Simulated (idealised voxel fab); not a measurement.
Process module, titled voxel released beams
In the cross-section labelled cut, the width is 200 nm and each square cell is 5 nm.
Reading order for cross-sections: top band down to bottom band. Underlying form: a grid of square cells. Band size: one or more rows of cells. Top height, bottom height, nm. Materials left to right, width each, nm. Single material + "full width" = fills band edge to edge. "air" = empty. A quick word on heights: they are counted from 0, and under that level the wafer as it came to us is one material throughout. The lowest band is different from the rest in having no bottom; it simply continues downward, written as in "0 and below". It should be noted that a width expressed as "30 to 40" varies in equal increments from row to row of cells within the band, taking the value of the first number at the top row and that of the second number at the bottom row. A step reported as "no alterations made" is a step in which no cell of the cross-section changed. Each empty space that has no open way to the top and spans at least 8 cells appears under "Entrapped voids" as width x height at distance, the distance counted from the left edge, all in nm. On a step's line, text after the settings is the simulator commenting on that step. Each step line may optionally specify "overlay nm", which for a step with a mask gives the rightward distance between the mask's planned place and where it lay, a negative value indicating the leftward direction.

These are the steps we planned for the process:
1 RECEIVE with material Si
2 CONFORMAL_DEP with material SiN, thk nm 5
3 DIRECTIONAL_DEP with material SiO2, thk nm 20
4 PATTERN with tone open, mask id ANCHOR, material resist, width nm 35, thk nm 15, overlay nm 0
5 DIRECTIONAL_ETCH with etch materials SiO2, depth nm 20
6 STRIP with etch materials resist
7 CONFORMAL_DEP with material polySi, thk nm 15
8 DIRECTIONAL_DEP with material aC, thk nm 15
9 PATTERN with tone cover, mask id BEAM, material resist, width nm 110, thk nm 30, overlay nm 0
10 DIRECTIONAL_ETCH with etch materials aC, depth nm 15
11 STRIP with etch materials resist
12 DIRECTIONAL_ETCH with etch materials polySi, depth nm 15
13 STRIP with etch materials aC
14 STRIP with etch materials SiO2

Cross-section of the wafer as it came to us, i.e., already through step 1:
	0 and below = Si full width
	Entrapped voids: none

Looking at the first of two wafers in cross-section at end of module - ran to plan:
	40 down to 25 = air 40 / polySi 20 / air 5 / polySi 85 / air 50
	25 down to 20 = air 45 / polySi 15 / air 5 / polySi 15 / air 120
	20 down to 5 = air 45 / polySi 35 / air 120
	5 down to 0 = SiN full width
	0 and below = Si full width
	Entrapped voids: none

Wafer two (of two), end-of-module cross-section: start = wafer one, plan = wafer one, one run mistake:
	40 down to 25 = air 40 / polySi 25 / air 5 / polySi 80 / air 50
	25 down to 20 = air 50 / polySi 15 / air 5 / polySi 15 / air 115
	20 down to 5 = air 50 / polySi 35 / air 115
	5 down to 0 = SiN full width
	0 and below = Si full width
	Entrapped voids: none
Heads up, the wafer didn't run the way we planned it: step 4 was not run as planned; what actually ran was PATTERN with tone open, mask id ANCHOR, material resist, width nm 35, thk nm 15, overlay nm 5
At the end, each material covers as many cells on the second wafer as it does on the first, though the cells it covers are elsewhere.
